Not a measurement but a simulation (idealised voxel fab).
Process module heading - voxel gate over fins
We display cut, a cross-section 225 nm in width whose square cells are each 5 nm.
If you're reading a cross-section in this doc, picture square cells in a grid; it comes to you as bands, top ones listed first down to the bottom, and a band can be one or more rows of cells.
Quick guide to a band line: top height, bottom height (nm) up front; then every material left to right with its width in nm. Only one material and it's marked "everywhere"? Then it fills the band edge to edge. And "blank" just means empty space.
Beneath 0, the wafer as received is one material, and that level is where height counting begins. The lowest band goes on downward without a bottom; it is written like "z 0 and below".
So if you see something like "30..40" for the width, read it as the top row of the band sitting at the first number and the bottom row at the second, with every row in between moving by the same amount as the last.
The cross-section has no changed cell in any step marked "changes: none".
Enclosed voids (no open way to top), threshold 8 cells or more, entry "Closed void register", notation width x height at distance, distance from left edge, nm.
On a step's line, text after the settings is the simulator commenting on that step.
You can add "overlay nm" to a step's line. For a step with a mask, it describes how far the mask lay to the right of its planned position, and a negative number describes a lay to the left.

## This section lists the process steps that were planned
1. RECEIVE, material Si
2. CONFORMAL_DEP, material SiN, thk nm 10
3. MASKED_ETCH, tone cover, mask id FINS, width nm 15, pitch nm 60, etch materials SiN, depth nm 10, overlay nm 0
4. MASKED_ETCH, tone cover, mask id FINS, width nm 15, pitch nm 60, etch materials Si, depth nm 40, overlay nm 0
5. OXIDIZE, depth nm 5
6. FILL_DEP, material SiO2, thk nm 10
7. CMP, height nm 10
8. MASKED_ETCH, tone open, mask id RAIL, width nm 15, etch materials SiO2, depth nm 45, overlay nm 0
9. CONFORMAL_DEP, material TiN, thk nm 5
10. FILL_DEP, material W, thk nm 10
11. CMP, height nm 10
12. SELECTIVE_ETCH, etch materials W Ru TiN, depth nm 30
13. FILL_DEP, material SiO2, thk nm 5
14. CMP, height nm 10
15. SELECTIVE_ETCH, etch materials SiO2, depth nm 20
16. STRIP, etch materials SiN
17. CONFORMAL_DEP, material HfO2, thk nm 5
18. CONFORMAL_DEP, material TiN, thk nm 5
19. FILL_DEP, material W, thk nm 15
20. CMP, height nm 20
21. CONFORMAL_DEP, material SiCN, thk nm 5

## The following pertains to the first of two wafers, which was processed as planned

## Step 1 complete: cross-section of the wafer as received
	z 0 and below | Si everywhere
	Closed void register: none

## Cross-section: wafer state after step 2
	z 10 to 0 | SiN everywhere
	Below 0 it's all the same as before, nothing changed down there.

## Cross-section: wafer state after step 3
	z 10 to 0 | blank 45  SiN 15  blank 45  SiN 15  blank 45  SiN 15  blank 45
	Below 0 it's all the same as before, nothing changed down there.

## Cross-section: wafer state after step 4
	z 10 to 0 | blank 45  SiN 15  blank 45  SiN 15  blank 45  SiN 15  blank 45
	z 0 to -40 | blank 45  Si 15  blank 45  Si 15  blank 45  Si 15  blank 45
	Below -40 it's all the same as before, nothing changed down there.

## Cross-section: wafer state after step 5
	z 10 to 0 | blank 45  SiN 15  blank 45  SiN 15  blank 45  SiN 15  blank 45
	z 0 to -40 | blank 45  SiO2 5  Si 5  SiO2 5  blank 45  SiO2 5  Si 5  SiO2 5  blank 45  SiO2 5  Si 5  SiO2 5  blank 45
	z -40 to -45 | SiO2 50  Si 5  SiO2 55  Si 5  SiO2 55  Si 5  SiO2 50
	Below -45 it's all the same as before, nothing changed down there.

## Cross-section: wafer state after step 6
	z 20 to 10 | SiO2 everywhere
	z 10 to 0 | SiO2 45  SiN 15  SiO2 45  SiN 15  SiO2 45  SiN 15  SiO2 45
	z 0 to -45 | SiO2 50  Si 5  SiO2 55  Si 5  SiO2 55  Si 5  SiO2 50
	Below -45 it's all the same as before, nothing changed down there.

## Cross-section: wafer state after step 7
	z 10 to 0 | SiO2 45  SiN 15  SiO2 45  SiN 15  SiO2 45  SiN 15  SiO2 45
	Below 0 it's all the same as before, nothing changed down there.

## Cross-section: wafer state after step 8
	z 10 to 0 | SiO2 45  SiN 15  SiO2 15  blank 15  SiO2 15  SiN 15  SiO2 45  SiN 15  SiO2 45
	z 0 to -35 | SiO2 50  Si 5  SiO2 20  blank 15  SiO2 20  Si 5  SiO2 55  Si 5  SiO2 50
	Below -35 it's all the same as before, nothing changed down there.

## Cross-section: wafer state after step 9
	z 15 to 10 | TiN 80  blank 5  TiN 140
	z 10 to 0 | SiO2 45  SiN 15  SiO2 15  TiN 5  blank 5  TiN 5  SiO2 15  SiN 15  SiO2 45  SiN 15  SiO2 45
	z 0 to -30 | SiO2 50  Si 5  SiO2 20  TiN 5  blank 5  TiN 5  SiO2 20  Si 5  SiO2 55  Si 5  SiO2 50
	z -30 to -35 | SiO2 50  Si 5  SiO2 20  TiN 15  SiO2 20  Si 5  SiO2 55  Si 5  SiO2 50
	Below -35 it's all the same as before, nothing changed down there.

## Cross-section: wafer state after step 10
	z 25 to 15 | W everywhere
	z 15 to 10 | TiN 80  W 5  TiN 140
	z 10 to 0 | SiO2 45  SiN 15  SiO2 15  TiN 5  W 5  TiN 5  SiO2 15  SiN 15  SiO2 45  SiN 15  SiO2 45
	z 0 to -30 | SiO2 50  Si 5  SiO2 20  TiN 5  W 5  TiN 5  SiO2 20  Si 5  SiO2 55  Si 5  SiO2 50
	Below -30 it's all the same as before, nothing changed down there.

## Cross-section: wafer state after step 11
	z 10 to 0 | SiO2 45  SiN 15  SiO2 15  TiN 5  W 5  TiN 5  SiO2 15  SiN 15  SiO2 45  SiN 15  SiO2 45
	Below 0 it's all the same as before, nothing changed down there.

## Cross-section: wafer state after step 12
	z 10 to 0 | SiO2 45  SiN 15  SiO2 15  blank 15  SiO2 15  SiN 15  SiO2 45  SiN 15  SiO2 45
	z 0 to -20 | SiO2 50  Si 5  SiO2 20  blank 15  SiO2 20  Si 5  SiO2 55  Si 5  SiO2 50
	Below -20 it's all the same as before, nothing changed down there.

## Cross-section: wafer state after step 13
	z 15 to 10 | SiO2 everywhere
	z 10 to 0 | SiO2 45  SiN 15  SiO2 45  SiN 15  SiO2 45  SiN 15  SiO2 45
	z 0 to -20 | SiO2 50  Si 5  SiO2 55  Si 5  SiO2 55  Si 5  SiO2 50
	Below -20 it's all the same as before, nothing changed down there.

## Cross-section: wafer state after step 14
	z 10 to 0 | SiO2 45  SiN 15  SiO2 45  SiN 15  SiO2 45  SiN 15  SiO2 45
	Below 0 it's all the same as before, nothing changed down there.

## Cross-section: wafer state after step 15
	z 10 to 0 | blank 45  SiN 15  blank 45  SiN 15  blank 45  SiN 15  blank 45
	z 0 to -10 | blank 50  Si 5  blank 55  Si 5  blank 55  Si 5  blank 50
	Below -10 it's all the same as before, nothing changed down there.

## Cross-section: wafer state after step 16
	z 0 to -10 | blank 50  Si 5  blank 55  Si 5  blank 55  Si 5  blank 50
	Below -10 it's all the same as before, nothing changed down there.

## Cross-section: wafer state after step 17
	z 5 to 0 | blank 45  HfO2 15  blank 45  HfO2 15  blank 45  HfO2 15  blank 45
	z 0 to -5 | blank 45  HfO2 5  Si 5  HfO2 5  blank 45  HfO2 5  Si 5  HfO2 5  blank 45  HfO2 5  Si 5  HfO2 5  blank 45
	z -5 to -10 | HfO2 50  Si 5  HfO2 55  Si 5  HfO2 55  Si 5  HfO2 50
	Below -10 it's all the same as before, nothing changed down there.

## Cross-section: wafer state after step 18
	z 10 to 5 | blank 40  TiN 25  blank 35  TiN 25  blank 35  TiN 25  blank 40
	z 5 to 0 | blank 40  TiN 5  HfO2 15  TiN 5  blank 35  TiN 5  HfO2 15  TiN 5  blank 35  TiN 5  HfO2 15  TiN 5  blank 40
	z 0 to -5 | TiN 45  HfO2 5  Si 5  HfO2 5  TiN 45  HfO2 5  Si 5  HfO2 5  TiN 45  HfO2 5  Si 5  HfO2 5  TiN 45
	Below -5 it's all the same as before, nothing changed down there.

## Cross-section: wafer state after step 19
	z 25 to 10 | W everywhere
	z 10 to 5 | W 40  TiN 25  W 35  TiN 25  W 35  TiN 25  W 40
	z 5 to 0 | W 40  TiN 5  HfO2 15  TiN 5  W 35  TiN 5  HfO2 15  TiN 5  W 35  TiN 5  HfO2 15  TiN 5  W 40
	Below 0 it's all the same as before, nothing changed down there.

## Cross-section: wafer state after step 20
	z 20 to 10 | W everywhere
	Below 10 it's all the same as before, nothing changed down there.

## Cross-section: wafer state after step 21
	z 25 to 20 | SiCN everywhere
	Below 20 it's all the same as before, nothing changed down there.

## Second wafer, same starting conditions and recipe as the first, one mistake in executing it, nothing differs from the first up to and including step 16

## Cross-sectional representation of the second wafer at the time designated in the plan for the completion of step 17
	z 5 to 0 | blank 45  TiN 15  blank 45  TiN 15  blank 45  TiN 15  blank 45
	z 0 to -5 | blank 45  TiN 5  Si 5  TiN 5  blank 45  TiN 5  Si 5  TiN 5  blank 45  TiN 5  Si 5  TiN 5  blank 45
	z -5 to -10 | TiN 50  Si 5  TiN 55  Si 5  TiN 55  Si 5  TiN 50
	Below -10 it's all the same as before, nothing changed down there.

## Cross-sectional representation of the second wafer at the time designated in the plan for the completion of step 18
	z 10 to 5 | blank 40  HfO2 25  blank 35  HfO2 25  blank 35  HfO2 25  blank 40
	z 5 to 0 | blank 40  HfO2 5  TiN 15  HfO2 5  blank 35  HfO2 5  TiN 15  HfO2 5  blank 35  HfO2 5  TiN 15  HfO2 5  blank 40
	z 0 to -5 | HfO2 45  TiN 5  Si 5  TiN 5  HfO2 45  TiN 5  Si 5  TiN 5  HfO2 45  TiN 5  Si 5  TiN 5  HfO2 45
	Below -5 it's all the same as before, nothing changed down there.

## Cross-sectional representation of the second wafer at the time designated in the plan for the completion of step 19
	z 25 to 10 | W everywhere
	z 10 to 5 | W 40  HfO2 25  W 35  HfO2 25  W 35  HfO2 25  W 40
	z 5 to 0 | W 40  HfO2 5  TiN 15  HfO2 5  W 35  HfO2 5  TiN 15  HfO2 5  W 35  HfO2 5  TiN 15  HfO2 5  W 40
	Below 0 it's all the same as before, nothing changed down there.

## Cross-sectional representation of the second wafer at the time designated in the plan for the completion of step 20
	z 20 to 10 | W everywhere
	Below 10 it's all the same as before, nothing changed down there.

## Cross-sectional representation of the second wafer at the time designated in the plan for the completion of step 21
	z 25 to 20 | SiCN everywhere
	Below 20 it's all the same as before, nothing changed down there.
Error vs. plan: so 17 and 18 got swapped relative to the plan, each ran where the other was supposed to
Same inventory, different map: at the end, the second wafer holds as many cells of each material as the first, placed elsewhere.
